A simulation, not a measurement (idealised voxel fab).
Proc. module: voxel gate over fins
The cross-section shown here is cut; it is 270 nm wide and divided into square cells measuring 5 nm on a side.
In this document a cross-section is written as a grid of square cells. It is given as a series of bands, listed from the top down, and a band is one or more rows of cells. In this notation a band is specified by the heights of its top and bottom, in that order and in nm, after which its materials appear from left to right, each paired with its width in nm. The word "throughout" attached to a single material means that material fills the band from edge to edge; the word "air" stands for empty space. Ref level 0: as-received wafer is one material below here. Bottom band extends down with no lower bound ("0..down"). With a width like "30 to 40", each row of cells in the band differs from the next by the same amount, the top row carrying the first number and the bottom row the second. "nothing altered" (step): cross-section cells unchanged, all of them. "Unvented internal voids" means: voids of 8 cells or more that are shut off from the top with no open way through. Written width x height at distance, distance from the left edge, in nm. Past the settings on a step's line: simulator remark, on that step. Regarding "overlay nm": on a step with a mask, it is the distance the mask lay to the right of its planned place; a negative value places it to the left.
The following list gives the planned process steps
1) RECEIVE with material Si
2) CONFORMAL_DEP with material SiN, thk nm 10
3) PATTERN with tone cover, mask id FINS, material resist, width nm 15, pitch nm 40, thk nm 20, overlay nm 0
4) DIRECTIONAL_ETCH with etch materials SiN, depth nm 10
5) DIRECTIONAL_ETCH with etch materials Si, depth nm 35
6) STRIP with etch materials resist
7) FILL_DEP with material SiO2, thk nm 15
8) CMP with height nm 10
9) SELECTIVE_ETCH with etch materials SiO2, depth nm 20
10) STRIP with etch materials SiN
11) CONFORMAL_DEP with material HfO2, thk nm 5
12) CONFORMAL_DEP with material TiN, thk nm 5
13) CONFORMAL_DEP with material TiAl, thk nm 5
14) CONFORMAL_DEP with material TiN, thk nm 5
15) FILL_DEP with material W, thk nm 10
16) CMP with height nm 25
17) CONFORMAL_DEP with material SiCN, thk nm 10
Cross-section of the wafer upon arrival, representing the state reached after step 1
> 0..down | Si throughout
> Unvented internal voids: none
The module was run from the start shown above using the plan shown above, but one mistake was made doing it; the resulting wafer cross-section is below
> 35..25 | SiCN throughout
> 25..20 | W throughout
> 20..15 | 65 W; 135 TiN; 70 W
> 15..10 | 65 W; 5 TiN; 125 TiAl; 5 TiN; 70 W
> 10..5 | 65 W; 5 TiN; 5 TiAl; 35 TiN; 5 TiAl; 35 TiN; 5 TiAl; 35 TiN; 5 TiAl; 5 TiN; 70 W
> 5..0 | 65 W; 5 TiN; 5 TiAl; 5 TiN; 25 HfO2; 5 TiN; 5 TiAl; 5 TiN; 25 HfO2; 5 TiN; 5 TiAl; 5 TiN; 25 HfO2; 5 TiN; 5 TiAl; 5 TiN; 70 W
> 0..-10 | 65 W; 5 TiN; 5 TiAl; 5 TiN; 5 HfO2; 15 Si; 5 HfO2; 5 TiN; 5 TiAl; 5 TiN; 5 HfO2; 15 Si; 5 HfO2; 5 TiN; 5 TiAl; 5 TiN; 5 HfO2; 15 Si; 5 HfO2; 5 TiN; 5 TiAl; 5 TiN; 70 W
> -10..-15 | 70 TiN; 5 TiAl; 5 TiN; 5 HfO2; 15 Si; 5 HfO2; 5 TiN; 5 TiAl; 5 TiN; 5 HfO2; 15 Si; 5 HfO2; 5 TiN; 5 TiAl; 5 TiN; 5 HfO2; 15 Si; 5 HfO2; 5 TiN; 5 TiAl; 75 TiN
> -15..-20 | 75 TiAl; 5 TiN; 5 HfO2; 15 Si; 5 HfO2; 5 TiN; 5 TiAl; 5 TiN; 5 HfO2; 15 Si; 5 HfO2; 5 TiN; 5 TiAl; 5 TiN; 5 HfO2; 15 Si; 5 HfO2; 5 TiN; 80 TiAl
> -20..-25 | 80 TiN; 5 HfO2; 15 Si; 5 HfO2; 15 TiN; 5 HfO2; 15 Si; 5 HfO2; 15 TiN; 5 HfO2; 15 Si; 5 HfO2; 85 TiN
> -25..-30 | 85 HfO2; 15 Si; 25 HfO2; 15 Si; 25 HfO2; 15 Si; 90 HfO2
> -30..-35 | 85 SiO2; 15 Si; 25 SiO2; 15 Si; 25 SiO2; 15 Si; 90 SiO2
> -35..down | Si throughout
> Unvented internal voids: none
What went wrong in running the wafer? step 9 was run twice
